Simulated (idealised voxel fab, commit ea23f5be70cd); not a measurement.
Title: Process Module voxel self aligned contacts
Displayed cross-section: cut, width of 215 nm, square cells sized 5 nm.
Notation: cross-section as square-cell grid; stated in bands, top first, going down; one or more cell rows per band. Look at the band entry: it leads with the top's height and the bottom's height in nm. Then it lists the materials left to right, with a width in nm for each. The word "everywhere" on a single material says that material fills the band edge to edge. The word "air" is empty space. Note: height 0 marks the level under which the wafer is uniformly one material as received. Lowest band unbounded below, written "0 -> down". Read "30..40" as a graded width: first number on top, second number at the bottom, same change between each pair of neighbouring rows. Basically "changes: none" means that step didn't change any cell in the cross-section. You'll see "Closed void entries" listing empty spaces that have no way open to the top, as long as they're 8 cells or more; the notation is width x height at distance, where the distance is from the left edge, and all of it is in nm. Text after the settings on a step's line: the simulator's own remark on that step. overlay nm: for a step with a mask, the amount by which the mask lay right of where it was planned; a negative amount means left of it.

These are the steps we planned for the process:
- 1: RECEIVE [material Si]
- 2: OXIDIZE [depth nm 5]
- 3: DIRECTIONAL_DEP [material polySi] [thk nm 25]
- 4: DIRECTIONAL_DEP [material SiN] [thk nm 25]
- 5: MASKED_ETCH [tone cover] [mask id GATE] [width nm 25] [pitch nm 65] [etch materials SiN] [depth nm 25] [overlay nm 0]
- 6: MASKED_ETCH [tone cover] [mask id GATE] [width nm 25] [pitch nm 65] [etch materials polySi] [depth nm 25] [overlay nm 0]
- 7: CONFORMAL_DEP [material SiN] [thk nm 10]
- 8: DIRECTIONAL_ETCH [etch materials SiN] [depth nm 10]
- 9: FILL_DEP [material SiO2] [thk nm 15]
- 10: CMP [height nm 55]
- 11: MASKED_ETCH [tone open] [mask id CONTACT] [width nm 50] [pitch nm 65] [etch materials SiO2] [depth nm 60] [overlay nm 0]
- 12: CONFORMAL_DEP [material TiN] [thk nm 5]
- 13: FILL_DEP [material Ru] [thk nm 10]
- 14: CMP [height nm 55]
- 15: CONFORMAL_DEP [material SiCN] [thk nm 5]

This is the cross-section of the wafer as we received it, i.e. after step 1:
0 -> down: Si everywhere
Closed void entries: none

Post-module cross-section of the first of two wafers (run per plan):
60 -> 55: SiCN everywhere
55 -> 50: SiO2: 50, then TiN: 20, then Ru: 10, then TiN: 20, then SiO2: 15, then TiN: 20, then Ru: 10, then TiN: 20, then SiO2: 50
50 -> 25: SiO2: 20, then SiN: 45, then TiN: 5, then Ru: 10, then TiN: 5, then SiN: 45, then TiN: 5, then Ru: 10, then TiN: 5, then SiN: 45, then SiO2: 20
25 -> 0: SiO2: 20, then SiN: 10, then polySi: 25, then SiN: 10, then TiN: 5, then Ru: 10, then TiN: 5, then SiN: 10, then polySi: 25, then SiN: 10, then TiN: 5, then Ru: 10, then TiN: 5, then SiN: 10, then polySi: 25, then SiN: 10, then SiO2: 20
0 -> -5: SiO2: 65, then TiN: 20, then SiO2: 45, then TiN: 20, then SiO2: 65
-5 -> down: Si everywhere
Closed void entries: none

End-of-module cross-section of the second wafer: identical starting point and process plan to the first, with one processing mistake:
60 -> 55: SiCN everywhere
55 -> 50: SiO2: 50, then TiN: 50, then SiO2: 15, then TiN: 50, then SiO2: 50
50 -> 25: SiCN everywhere
25 -> 0: polySi everywhere
0 -> -5: SiO2 everywhere
-5 -> down: Si everywhere
Closed void entries: none
Want to know what went wrong? step 4 deviated from plan and actually ran as DIRECTIONAL_DEP [material SiCN] [thk nm 25]
Heads up, by the end the second wafer has more or fewer cells of some materials compared to the first: Ru -44; SiCN +215; SiN -195; SiO2 -72; TiN -44; polySi +140
